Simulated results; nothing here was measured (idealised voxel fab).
process module | voxel released beams
cross-section cut | 150 nm wide | cells 5 nm
A cross-section is a grid of square cells, given in bands from the top down. A band is one or more rows of cells.
Each band's line starts with the height of the band's top and of its bottom, in nm. Then come its materials from left to right, each with its width in nm. One material with "throughout" fills the band from edge to edge. "air" is empty space.
Height 0 is the level under which the wafer as received is all one material. The lowest band goes on downwards, as in "0 down".
A width such as "30 to 40" changes by the same amount from each row of cells to the next, from the band's top row to its bottom row.
"no change" after a step means that no cell of the cross-section changed.
closed voids: empty space of 8 cells or more with no open way to the top, each as width x height at its distance from the left edge, in nm
after a step's settings: what the simulator itself notes on the step
overlay nm, on a step with a mask: how far to the right of its planned place the mask lay; to the left if negative
plan
1 op RECEIVE | material Si
2 op CONFORMAL_DEP | material Al2O3 | thk nm 5
3 op DIRECTIONAL_DEP | material SiO2 | thk nm 20
4 op DIRECTIONAL_DEP | material aC | thk nm 10
5 op PATTERN | tone open | mask id ANCHOR | material resist | width nm 40 | thk nm 30 | overlay nm 0
6 op DIRECTIONAL_ETCH | etch materials aC | depth nm 10
7 op STRIP | etch materials resist
8 op DIRECTIONAL_ETCH | etch materials SiO2 | depth nm 10
9 op STRIP | etch materials aC
10 op CONFORMAL_DEP | material polySi | thk nm 15
11 op PATTERN | tone cover | mask id BEAM | material resist | width nm 115 | thk nm 15 | overlay nm 0
12 op DIRECTIONAL_ETCH | etch materials polySi | depth nm 15
13 op STRIP | etch materials resist
14 op STRIP | etch materials SiO2
varied across the wafers: depth nm of step 8. The plan shows the first wafer's value. All wafers start alike
first wafer as received, after step 1
  0 down: Si throughout
  closed voids: none
first wafer at the end, after step 14
  5 to 0: Al2O3 throughout
  0 down: Si throughout
  closed voids: none
last wafer at the end
  40 to 25: air 15 | polySi 20 | air 10 | polySi 85 | air 20
  25 to 20: air 20 | polySi 15 | air 10 | polySi 15 | air 90
  20 to 5: air 20 | polySi 40 | air 90
  5 to 0: Al2O3 throughout
  0 down: Si throughout
  closed voids: none
each wafer at the end: cells of each material gained (+) or lost (-) since it was received, then its closed voids
depth nm 10 | +30 Al2O3 | closed voids: none
depth nm 15 | +30 Al2O3 | closed voids: none
depth nm 20 | +30 Al2O3 | +93 polySi | closed voids: none
depth nm 25 | +30 Al2O3 | +93 polySi | closed voids: none
depth nm 30 | +30 Al2O3 | +93 polySi | closed voids: none
depth nm 35 | +30 Al2O3 | +93 polySi | closed voids: none
